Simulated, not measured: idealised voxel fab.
Process module name: voxel ribs on slabs
The cross-section on display is named cut; it measures 285 nm wide, and its cells are 5 nm squares.
Cross-section, as written here: a square-cell grid given band by band from the top down, where a band holds one or more rows of cells. Read a band's entry like this: the first values are the height of its top and the height of its bottom in nm, and what follows is the sequence of materials from left to right, each with its width in nm. Note that "empty" is empty space, and that a single material marked "full width" reaches across the band from edge to edge. Heads up on the height convention: 0 is the point under which the incoming wafer is all one material, and the lowest band has no bottom, it just keeps going down, like "0 -> down". Width spec "30..40" -> top row of cells at first value, bottom row at second value, equal per-row change in between. You'll sometimes find "changes: none" written for a step, and that's the way of saying that nowhere in the cross-section did a cell change during that step. Entry "Encapsulated voids" = empty spaces >= 8 cells with no open way to the top; each as width x height at distance, distance from left edge, all nm. Past the settings on a step's line: simulator remark, on that step. overlay nm: where the mask lay relative to plan, measured to the right, on steps with a mask; negatives go left.

The planned process steps are enumerated hereunder
1,RECEIVE (material Si)
2,DIRECTIONAL_DEP (material SiO2; thk nm 20)
3,DIRECTIONAL_DEP (material polySi; thk nm 25)
4,PATTERN (tone cover; mask id RIB; material resist; width nm 30; thk nm 15; overlay nm 0)
5,DIRECTIONAL_ETCH (etch materials polySi; depth nm 10)
6,STRIP (etch materials resist)
7,DIRECTIONAL_DEP (material aC; thk nm 10)
8,PATTERN (tone cover; mask id SLAB; material resist; width nm 90; thk nm 30; overlay nm 0)
9,DIRECTIONAL_ETCH (etch materials aC; depth nm 10)
10,STRIP (etch materials resist)
11,DIRECTIONAL_ETCH (etch materials polySi; depth nm 15)
12,STRIP (etch materials aC)
13,FILL_DEP (material SiO2; thk nm 20)
14,CMP (height nm 60)
15,DIRECTIONAL_DEP (material W; thk nm 5)
16,MASKED_ETCH (tone cover; mask id HEATER; width nm 40; etch materials W; depth nm 5; overlay nm 0)
17,CONFORMAL_DEP (material SiO2; thk nm 10)

Shown in cross-section is the wafer as received, that is, as it stands after step 1
	0 -> down | Si full width
	Encapsulated voids: none

One mistake in running the module, otherwise start and plan as above: cross-section at the end
	75 -> 70 | empty=110, then SiO2=60, then empty=115
	70 -> 65 | SiO2 full width
	65 -> 60 | SiO2=120, then W=40, then SiO2=125
	60 -> 25 | SiO2 full width
	25 -> 0 | polySi full width
	0 -> down | Si full width
	Encapsulated voids: none
Diagnosis: steps 2 and 3: order swapped relative to plan
